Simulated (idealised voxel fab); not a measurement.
process module | voxel ribs on slabs
cross-section cut | 240 nm wide | cells 5 nm
A cross-section is a grid of square cells, given in bands from the top down. A band is one or more rows of cells.
Each band's line starts with the height of the band's top and of its bottom, in nm. Then come its materials from left to right, each with its width in nm. One material with "throughout" fills the band from edge to edge. "air" is empty space.
Height 0 is the level under which the wafer as received is all one material. The lowest band goes on downwards, as in "0 down".
A width such as "30 to 40" changes by the same amount from each row of cells to the next, from the band's top row to its bottom row.
"no change" after a step means that no cell of the cross-section changed.
closed voids: empty space of 8 cells or more with no open way to the top, each as width x height at its distance from the left edge, in nm
after a step's settings: what the simulator itself notes on the step
overlay nm, on a step with a mask: how far to the right of its planned place the mask lay; to the left if negative
plan
1 op RECEIVE | material Si
2 op DIRECTIONAL_DEP | material SiO2 | thk nm 30
3 op DIRECTIONAL_DEP | material SiN | thk nm 20
4 op PATTERN | tone cover | mask id RIB | material resist | width nm 20 | thk nm 15 | overlay nm 0
5 op DIRECTIONAL_ETCH | etch materials SiN | depth nm 10
6 op STRIP | etch materials resist
7 op PATTERN | tone cover | mask id SLAB | material resist | width nm 70 | thk nm 15 | overlay nm 0
8 op DIRECTIONAL_ETCH | etch materials SiN | depth nm 10
9 op STRIP | etch materials resist
10 op FILL_DEP | material SiO2 | thk nm 30
11 op CMP | height nm 70
12 op DIRECTIONAL_DEP | material W | thk nm 10
13 op MASKED_ETCH | tone cover | mask id HEATER | width nm 30 | etch materials W | depth nm 10 | overlay nm 0
14 op CONFORMAL_DEP | material SiO2 | thk nm 10
as received, after step 1
  0 down: Si throughout
  closed voids: none
first wafer at the end, as planned
  90 to 80: air 95 | SiO2 50 | air 95
  80 to 70: SiO2 105 | W 30 | SiO2 105
  70 to 50: SiO2 throughout
  50 to 40: SiO2 110 | SiN 20 | SiO2 110
  40 to 30: SiO2 85 | SiN 70 | SiO2 85
  30 to 0: SiO2 throughout
  0 down: Si throughout
  closed voids: none
second wafer at the end: like start, like plan, one mistake
  90 to 80: air 95 | SiO2 50 | air 95
  80 to 70: SiO2 105 | W 30 | SiO2 105
  70 to 60: SiO2 110 | SiN 20 | SiO2 110
  60 to 50: SiO2 85 | SiN 70 | SiO2 85
  50 to 30: SiN throughout
  30 to 0: SiO2 throughout
  0 down: Si throughout
  closed voids: none
what went wrong: step 3 was run twice
at the end the second wafer has, in cells: 192 more of SiN | 192 fewer of SiO2
